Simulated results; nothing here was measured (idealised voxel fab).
The following process module bears the name voxel fin reveal.
cross-section cut | 285 nm wide | cells 5 nm
The cross-sections in this document take the form of a grid made of square cells. They are written out as bands, in order from top to bottom. Each band consists of one or more rows of cells. Heights first: top, then bottom, in nm. Then materials, left to right, each with a width in nm. "all across" on a single material: fills the band edge to edge. "empty": empty space. All heights in this document are referenced to 0, defined as the level beneath which the wafer, as received, consists entirely of one material. The lowest band is not bounded below; it extends indefinitely downward and is written in the form "0 and below". Width: "30 to 40" (first number = top row, second number = bottom row, same change from row to row of cells). When a step is marked "remains unaltered", none of the cells in the cross-section changed during that step. The entry "Entrapped void list" lists the empty spaces that cover at least 8 cells and have no open path to the top. Each is written as width x height at distance, where the distance is measured from the left edge and all three values are in nm. Text after the settings on a step's line: the simulator's own remark on that step. The "overlay nm" setting may appear on a step's line; for a step that uses a mask, it gives how far to the right of its planned position the mask lay, and a negative value indicates the left.

[These are the steps we planned for the process]
1: op RECEIVE | material Si
2: op CONFORMAL_DEP | material SiN | thk nm 5
3: op MASKED_ETCH | tone cover | mask id FINS | width nm 15 | pitch nm 45 | etch materials SiN | depth nm 5 | overlay nm 0
4: op MASKED_ETCH | tone cover | mask id FINS | width nm 15 | pitch nm 45 | etch materials Si | depth nm 40 | overlay nm 0
5: op FILL_DEP | material SiO2 | thk nm 5
6: op CMP | height nm 5
7: op SELECTIVE_ETCH | etch materials SiO2 | depth nm 30
8: op STRIP | etch materials SiN

[Wafer, first of two, run as planned]

[Step 1 complete: cross-section of the wafer as received]
	0 and below = Si all across
	Entrapped void list: none

[So this is the wafer cross-section right after step 2]
	5 down to 0 = SiN all across
	Below a height of 0, the structure has not been altered.

[So this is the wafer cross-section right after step 3]
	5 down to 0 = empty=110, SiN=15, empty=30, SiN=15, empty=115
	Below a height of 0, the structure has not been altered.

[So this is the wafer cross-section right after step 4]
	5 down to 0 = empty=110, SiN=15, empty=30, SiN=15, empty=115
	0 down to -40 = empty=110, Si=15, empty=30, Si=15, empty=115
	Below a height of -40, the structure has not been altered.

[So this is the wafer cross-section right after step 5]
	10 down to 5 = SiO2 all across
	5 down to 0 = SiO2=110, SiN=15, SiO2=30, SiN=15, SiO2=115
	0 down to -40 = SiO2=110, Si=15, SiO2=30, Si=15, SiO2=115
	Below a height of -40, the structure has not been altered.

[So this is the wafer cross-section right after step 6]
	5 down to 0 = SiO2=110, SiN=15, SiO2=30, SiN=15, SiO2=115
	Below a height of 0, the structure has not been altered.

[So this is the wafer cross-section right after step 7]
	5 down to 0 = empty=110, SiN=15, empty=30, SiN=15, empty=115
	0 down to -25 = empty=110, Si=15, empty=30, Si=15, empty=115
	Below a height of -25, the structure has not been altered.

[So this is the wafer cross-section right after step 8]
	0 down to -25 = empty=110, Si=15, empty=30, Si=15, empty=115
	Below a height of -25, the structure has not been altered.

[Second of two: same start, same plan, one run error; steps up to and including 6 match the first]

[Cross-section of the second wafer corresponding to the planned conclusion of step 7]
	5 down to 0 = empty=110, SiN=15, empty=30, SiN=15, empty=115
	0 down to -15 = empty=110, Si=15, empty=30, Si=15, empty=115
	Below a height of -15, the structure has not been altered.

[Cross-section of the second wafer corresponding to the planned conclusion of step 8]
	0 down to -15 = empty=110, Si=15, empty=30, Si=15, empty=115
	Below a height of -15, the structure has not been altered.
It is concluded that the wafer was processed incorrectly with respect to the plan, in that step 7 ran as: op SELECTIVE_ETCH | etch materials SiO2 | depth nm 20
Final comparison by cell count, materials where the second wafer has more or fewer than the first: +102 SiO2
